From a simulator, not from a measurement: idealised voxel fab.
The following is a process module called voxel self aligned vias.
The cross-section shown here is cut; it is 190 nm wide and divided into square cells measuring 5 nm on a side.
In what follows, cross-sections appear as grids of square cells, described through bands that run from the top down, where every band is one or more rows of cells. The band entry comprises the height of the band's top followed by the height of its bottom, expressed in nm, and subsequently the band's materials from left to right, each stated together with its width in nm. Where a single material is marked with the word "all across", that material fills the band from edge to edge. The word "air" represents empty space. Counting heights begins at 0, where everything beneath is, in the wafer as received, one material. The lowest band has no bottom; it goes on downwards, as "0 down" shows. A two-number width, for instance "30..40", indicates that the width is equal to the first number in the top row of the band and to the second number in the bottom row, and that it changes by a constant amount per row of cells. Step note "remains unaltered" = no cross-section cell changed. Closed empty spaces (no open way to the top) of 8 cells or more are what "Closed-off voids" lists, each as width x height at distance from the left edge, nm for all three. Heads up: the bit after the settings on a step's line is the simulator's remark on that step. Steps that use a mask can have "overlay nm" on their line. It says how far the mask sat to the right of where it was meant to be. Negative means to the left.

Plan
1. op RECEIVE | material Si
2. op CONFORMAL_DEP | material SiO2 | thk nm 15
3. op CONFORMAL_DEP | material SiCN | thk nm 5
4. op DIRECTIONAL_DEP | material SiO2 | thk nm 30
5. op PATTERN | tone open | mask id LINES | material resist | width nm 20 | pitch nm 60 | thk nm 20 | overlay nm 0
6. op DIRECTIONAL_ETCH | etch materials SiO2 | depth nm 30
7. op STRIP | etch materials resist
8. op CONFORMAL_DEP | material TiN | thk nm 5
9. op FILL_DEP | material Ru | thk nm 10
10. op CMP | height nm 50
11. op SELECTIVE_ETCH | etch materials W Ru TiN | depth nm 5
12. op FILL_DEP | material SiN | thk nm 10
13. op CMP | height nm 50
14. op DIRECTIONAL_DEP | material SiO2 | thk nm 15
15. op PATTERN | tone open | mask id VIAS | material resist | width nm 40 | thk nm 15 | overlay nm -15
16. op DIRECTIONAL_ETCH | etch materials SiO2 | depth nm 15
17. op DIRECTIONAL_ETCH | etch materials SiN | depth nm 5
18. op STRIP | etch materials resist
19. op CONFORMAL_DEP | material TiN | thk nm 5
20. op FILL_DEP | material Ru | thk nm 5
21. op CMP | height nm 65
22. op CONFORMAL_DEP | material SiN | thk nm 5
Where the wafers of this document differ is in the overlay nm of step 15; they start out the same, and the plan states the value that applied to the first wafer.

First of several wafers (as received, post step 1), cross-sectional view
    0 down  Si all across
    Closed-off voids: none

Here is how to read the rows: every wafer has a row, and it shows the wafer at the end of the module, giving for each material how many cells were gained (+) or lost (-) since the wafer was received, then listing its closed voids
overlay nm -15 | +29 Ru | +38 SiCN | +43 SiN | +384 SiO2 | +38 TiN | Closed-off voids: none
overlay nm -10 | +30 Ru | +38 SiCN | +42 SiN | +384 SiO2 | +38 TiN | Closed-off voids: none
overlay nm -5 | +30 Ru | +38 SiCN | +42 SiN | +384 SiO2 | +38 TiN | Closed-off voids: none
overlay nm 0 | +30 Ru | +38 SiCN | +42 SiN | +384 SiO2 | +38 TiN | Closed-off voids: none
overlay nm 5 | +30 Ru | +38 SiCN | +42 SiN | +384 SiO2 | +38 TiN | Closed-off voids: none
overlay nm 10 | +30 Ru | +38 SiCN | +42 SiN | +384 SiO2 | +38 TiN | Closed-off voids: none
overlay nm 15 | +29 Ru | +38 SiCN | +43 SiN | +384 SiO2 | +38 TiN | Closed-off voids: none
